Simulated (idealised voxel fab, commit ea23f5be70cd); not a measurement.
The following process module bears the name voxel fin reveal.
We display cut, a cross-section 235 nm in width whose square cells are each 5 nm.
If you're reading a cross-section in this doc, picture square cells in a grid; it comes to you as bands, top ones listed first down to the bottom, and a band can be one or more rows of cells.
First you get the band's top height and its bottom height, in nm, and then the materials it's made of, left to right, with each width in nm. If you see a single material with "all across", that one covers the band edge to edge. "air" is empty space.
Convention: height 0 is the level below which the wafer, as received, is all one material. The lowest band does not terminate at the bottom but continues downward, represented as "from 0 down".
Note: "30->40" means the width goes from the first number (top row of the band) to the second number (bottom row) in equal steps per row of cells.
Where the words "nothing altered" appear for a step, the cross-section shows no cell changed by that step; every cell remained as before.
Reported under the label "Internal closed voids" are the empty spaces having no open way to the top and comprising 8 cells or more; the notation for each is width x height at distance, in which the distance is measured from the left edge and all three values are in nm.
Post-settings text on a step line: simulator's own remark regarding the step.
Each step line may optionally specify "overlay nm", which for a step with a mask gives the rightward distance between the mask's planned place and where it lay, a negative value indicating the leftward direction.
PROCESS STEPS FORESEEN IN THE PLAN
1 RECEIVE,material Si
2 CONFORMAL_DEP,material SiN,thk nm 5
3 PATTERN,tone cover,mask id FINS,material resist,width nm 15,pitch nm 35,thk nm 15,overlay nm 0
4 DIRECTIONAL_ETCH,etch materials SiN,depth nm 5
5 DIRECTIONAL_ETCH,etch materials Si,depth nm 30
6 STRIP,etch materials resist
7 OXIDIZE,depth nm 5
8 FILL_DEP,material SiO2,thk nm 10
9 CMP,height nm 5
10 SELECTIVE_ETCH,etch materials SiO2,depth nm 15
11 STRIP,etch materials SiN
12 CONFORMAL_DEP,material SiO2,thk nm 5
What sets these wafers apart? The thk nm at step 2. They all start alike, and the plan carries the first wafer's value.
AFTER STEP 1, AS RECEIVED: FIRST OF SEVERAL WAFERS, CROSS-SECTION
	from 0 down  Si all across
	Internal closed voids: none
SO IN THIS TABLE EVERY WAFER GETS ITS OWN ROW, AND WHAT YOU SEE IS WHERE IT STANDS AT THE END OF THE MODULE: FOR EACH MATERIAL, HOW MANY CELLS IT PICKED UP (+) OR GAVE UP (-) SINCE WE RECEIVED IT, AND AFTER THAT ITS CLOSED VOIDS
thk nm 5, -315 Si, +280 SiO2, Internal closed voids: none
thk nm 10, +47 SiO2, Internal closed voids: none
thk nm 15, +47 SiO2, Internal closed voids: none
thk nm 20, +47 SiO2, Internal closed voids: none
